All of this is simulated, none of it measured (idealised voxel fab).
This section sets out a process module, namely voxel self aligned contacts.
Square cells of 5 nm make up the cross-section cut, whose width is 290 nm.
Cross-section spec: square-cell grid; bands listed top down; each band is one or more rows.
The entry gives the band's vertical extent as a top height and a bottom height in nm, then its horizontal make-up as materials from left to right, each with a width in nm. "empty" stands for empty space; a single material marked "edge to edge" fills the band edge to edge.
The reference from which all heights are counted is 0, the level beneath which the as-received wafer is entirely one material; the lowest band, having no lower bound, proceeds downward and is written after the example "0 and below".
So if you see something like "30->40" for the width, read it as the top row of the band sitting at the first number and the bottom row at the second, with every row in between moving by the same amount as the last.
"all unchanged" (step): cross-section cells unchanged, all of them.
Entry "Closed internal voids" = empty spaces >= 8 cells with no open way to the top; each as width x height at distance, distance from left edge, all nm.
If you see something after the settings on a step's line, that's the simulator's own remark about that step.
Each step line may optionally specify "overlay nm", which for a step with a mask gives the rightward distance between the mask's planned place and where it lay, a negative value indicating the leftward direction.
Below is the list of planned process steps:
step 1: RECEIVE with material Si
step 2: CONFORMAL_DEP with material SiO2, thk nm 5
step 3: DIRECTIONAL_DEP with material polySi, thk nm 20
step 4: DIRECTIONAL_DEP with material SiN, thk nm 25
step 5: PATTERN with tone cover, mask id GATE, material resist, width nm 25, pitch nm 60, thk nm 15, overlay nm 0
step 6: DIRECTIONAL_ETCH with etch materials SiN, depth nm 25
step 7: DIRECTIONAL_ETCH with etch materials polySi, depth nm 25
step 8: STRIP with etch materials resist
step 9: CONFORMAL_DEP with material SiN, thk nm 10
step 10: DIRECTIONAL_ETCH with etch materials SiN, depth nm 10
step 11: FILL_DEP with material SiO2, thk nm 15
step 12: CMP with height nm 65
step 13: DIRECTIONAL_DEP with material aC, thk nm 10
step 14: PATTERN with tone open, mask id CONTACT, material resist, width nm 45, pitch nm 60, thk nm 30, overlay nm 0
step 15: DIRECTIONAL_ETCH with etch materials aC, depth nm 10
step 16: STRIP with etch materials resist
step 17: DIRECTIONAL_ETCH with etch materials SiO2, depth nm 65
step 18: STRIP with etch materials aC
step 19: CONFORMAL_DEP with material TiN, thk nm 5
step 20: FILL_DEP with material W, thk nm 10
step 21: CMP with height nm 65
step 22: CONFORMAL_DEP with material SiCN, thk nm 5
It is noted that the wafers described herein are identical at the outset and are distinguished by the thk nm of step 3; the value stated in the plan corresponds to the first wafer.
Sectional view: first of several wafers, as received, after step 1:
    0 and below | Si edge to edge
    Closed internal voids: none
Every row in this table is a wafer at the end of the module, and it gives, for each of the materials, the cells that wafer has gained (+) or lost (-) since it was received, then its closed voids:
thk nm 20 | +58 SiCN | +183 SiN | +397 SiO2 | +66 TiN | +48 W | +60 polySi | Closed internal voids: none
thk nm 25 | +58 SiCN | +195 SiN | +382 SiO2 | +66 TiN | +36 W | +75 polySi | Closed internal voids: none
thk nm 30 | +58 SiCN | +195 SiN | +348 SiO2 | +58 TiN | +20 W | +133 polySi | Closed internal voids: none
thk nm 35 | +58 SiCN | +195 SiN | +308 SiO2 | +42 TiN | +18 W | +191 polySi | Closed internal voids: none
thk nm 40 | +58 SiCN | +168 SiN | +283 SiO2 | +38 TiN | +16 W | +249 polySi | Closed internal voids: none
